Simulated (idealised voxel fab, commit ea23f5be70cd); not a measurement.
This is a process module. Its name is voxel double patterning.
Cross-sectional view cut (width: 210 nm; square cell size: 5 nm).
A cross-section in this document is a grid of square cells, and it is written down as bands, the top band listed before the ones below it; a band is made up of one or more rows of cells.
What a band's entry tells you: where the top is and where the bottom is, as heights in nm, and after that what lies inside, material by material from left to right, each with its width in nm. Empty space is written as the word "empty", and a single material marked with the word "edge to edge" occupies the band from edge to edge.
Zero point of the height axis is 0; under it, received wafer = one material. Lowest band: continues down indefinitely, "0 down".
Width "30->40": first value at the band's top row of cells, second value at its bottom row, equal change from row to row.
Where the words "remained unchanged" appear for a step, the cross-section shows no cell changed by that step; every cell remained as before.
Reported under the label "Closed cavities" are the empty spaces having no open way to the top and comprising 8 cells or more; the notation for each is width x height at distance, in which the distance is measured from the left edge and all three values are in nm.
Whatever follows a step's settings on its line is a remark the simulator itself makes about that step.
The "overlay nm" setting may appear on a step's line; for a step that uses a mask, it gives how far to the right of its planned position the mask lay, and a negative value indicates the left.

Intended process steps
| 1 | RECEIVE (material Si) |
| 2 | CONFORMAL_DEP (material SiN; thk nm 10) |
| 3 | DIRECTIONAL_DEP (material SiO2; thk nm 10) |
| 4 | DIRECTIONAL_DEP (material SiCN; thk nm 10) |
| 5 | MASKED_ETCH (tone open; mask id FIRST; width nm 15; pitch nm 50; etch materials SiCN; depth nm 10; overlay nm 0) |
| 6 | MASKED_ETCH (tone open; mask id SECOND; width nm 15; pitch nm 50; etch materials SiCN; depth nm 10; overlay nm 0) |
| 7 | DIRECTIONAL_ETCH (etch materials SiO2; depth nm 10) |
| 8 | STRIP (etch materials SiCN) |

Shown in cross-section is the wafer as received, that is, as it stands after step 1
0 down  Si edge to edge
Closed cavities: none

Cross-sectional view of the first of the two wafers upon completion of the module, processed in accordance with the plan
20 to 10  SiO2 (45), empty (15), SiO2 (10), empty (15), SiO2 (10), empty (15), SiO2 (10), empty (15), SiO2 (10), empty (15), SiO2 (50)
10 to 0  SiN edge to edge
0 down  Si edge to edge
Closed cavities: none

Module end: cross-section of wafer two of two. Same start and process plan as the first wafer. One mistake during execution
20 to 10  SiO2 (35), empty (15), SiO2 (20), empty (30), SiO2 (20), empty (30), SiO2 (60)
10 to 0  SiN edge to edge
0 down  Si edge to edge
Closed cavities: none
What broke from the plan during processing? for step 5, the planned setting was not used; the step was instead run as MASKED_ETCH (tone open; mask id FIRST; width nm 15; pitch nm 50; etch materials SiCN; depth nm 10; overlay nm -10)
At the close, every material occupies the same number of cells on the second wafer as on the first, only in different positions.
